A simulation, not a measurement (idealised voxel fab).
Module name: voxel self aligned vias (process module)
Section cut is 300 nm wide and gridded with 5 nm square cells.
A cross-section in this document is a grid of square cells, and it is written down as bands, the top band listed before the ones below it; a band is made up of one or more rows of cells. Band: top height; bottom height; in nm. Then, left to right: material with width in nm, for each material. "edge to edge": a single material spanning edge to edge. "blank": empty space. Heights are measured from 0, the level below which the as-received wafer is all one material; the lowest band has no bottom and continues downward, written as in "0 down". Read "30->40" as a graded width: first number on top, second number at the bottom, same change between each pair of neighbouring rows. Step marked "nothing got changed"? Then no cell in the cross-section changed in it. Voids not open to the top, 8 cells minimum: see "Internal closed voids". Written width x height at distance; distance is from the left edge; nm. Text after the settings on a step's line: the simulator's own remark on that step. "overlay nm" answers the question of how far to the right of plan the mask lay on a step that has a mask, and when it is negative the answer is to the left.
[The planned process steps are enumerated hereunder]
1: RECEIVE | material Si
2: CONFORMAL_DEP | material SiO2 | thk nm 10
3: CONFORMAL_DEP | material SiCN | thk nm 5
4: DIRECTIONAL_DEP | material SiO2 | thk nm 25
5: DIRECTIONAL_DEP | material aC | thk nm 15
6: PATTERN | tone open | mask id LINES | material resist | width nm 30 | pitch nm 60 | thk nm 30 | overlay nm 0
7: DIRECTIONAL_ETCH | etch materials aC | depth nm 15
8: STRIP | etch materials resist
9: DIRECTIONAL_ETCH | etch materials SiO2 | depth nm 25
10: STRIP | etch materials aC
11: CONFORMAL_DEP | material TiN | thk nm 5
12: FILL_DEP | material W | thk nm 5
13: CMP | height nm 40
14: SELECTIVE_ETCH | etch materials W Ru TiN | depth nm 10
15: FILL_DEP | material SiN | thk nm 10
16: CMP | height nm 40
17: DIRECTIONAL_DEP | material SiO2 | thk nm 20
18: MASKED_ETCH | tone open | mask id VIAS | width nm 40 | pitch nm 120 | etch materials SiO2 | depth nm 20 | overlay nm 0
19: MASKED_ETCH | tone open | mask id VIAS | width nm 40 | pitch nm 120 | etch materials SiN | depth nm 10 | overlay nm -15
20: CONFORMAL_DEP | material TiN | thk nm 5
21: FILL_DEP | material W | thk nm 5
22: CMP | height nm 60
23: CONFORMAL_DEP | material SiN | thk nm 5
The wafers in this document start out alike and differ in the overlay nm applied at step 19; the plan shows the value used for the first wafer.
[Cross-section of the first incoming wafer of several, state after step 1]
> 0 down | Si edge to edge
> Internal closed voids: none
[Per wafer (row), end of module: delta in cells per material since receipt, (+) for gained, (-) for lost; closed voids after that]
overlay nm -15, +60 SiCN, +80 SiN, +506 SiO2, +66 TiN, +68 W, Internal closed voids: none
overlay nm -10, +60 SiCN, +76 SiN, +506 SiO2, +66 TiN, +72 W, Internal closed voids: none
overlay nm -5, +60 SiCN, +72 SiN, +506 SiO2, +66 TiN, +76 W, Internal closed voids: none
overlay nm 0, +60 SiCN, +72 SiN, +506 SiO2, +66 TiN, +76 W, Internal closed voids: none
overlay nm 5, +60 SiCN, +72 SiN, +506 SiO2, +66 TiN, +76 W, Internal closed voids: none
overlay nm 10, +60 SiCN, +76 SiN, +506 SiO2, +66 TiN, +72 W, Internal closed voids: none
overlay nm 15, +60 SiCN, +80 SiN, +506 SiO2, +66 TiN, +68 W, Internal closed voids: none
